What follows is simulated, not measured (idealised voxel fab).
process module | voxel lift off
cross-section cut | 165 nm wide | cells 5 nm
A cross-section is a grid of square cells, given in bands from the top down. A band is one or more rows of cells.
Each band's line starts with the height of the band's top and of its bottom, in nm. Then come its materials from left to right, each with its width in nm. One material with "throughout" fills the band from edge to edge. "air" is empty space.
Height 0 is the level under which the wafer as received is all one material. The lowest band goes on downwards, as in "0 down".
A width such as "30 to 40" changes by the same amount from each row of cells to the next, from the band's top row to its bottom row.
"no change" after a step means that no cell of the cross-section changed.
closed voids: empty space of 8 cells or more with no open way to the top, each as width x height at its distance from the left edge, in nm
after a step's settings: what the simulator itself notes on the step
overlay nm, on a step with a mask: how far to the right of its planned place the mask lay; to the left if negative
plan
1 op RECEIVE | material Si
2 op CONFORMAL_DEP | material Al2O3 | thk nm 5
3 op PATTERN | tone open | mask id LINES | material resist | width nm 15 | pitch nm 45 | thk nm 20 | overlay nm 0
4 op DIRECTIONAL_DEP | material Ru | thk nm 5
5 op STRIP | etch materials resist
6 op CONFORMAL_DEP | material SiCN | thk nm 5
as received, after step 1
  0 down: Si throughout
  closed voids: none
first wafer at the end, as planned
  15 to 10: air 45 | SiCN 25 | air 20 | SiCN 25 | air 50
  10 to 5: SiCN 50 | Ru 15 | SiCN 30 | Ru 15 | SiCN 55
  5 to 0: Al2O3 throughout
  0 down: Si throughout
  closed voids: none
second wafer at the end: like start, like plan, one mistake
  10 to 5: air 50 | Ru 15 | air 30 | Ru 15 | air 55
  5 to 0: Al2O3 throughout
  0 down: Si throughout
  closed voids: none
what went wrong: step 6 was left out
at the end the second wafer has, in cells: 37 fewer of SiCN
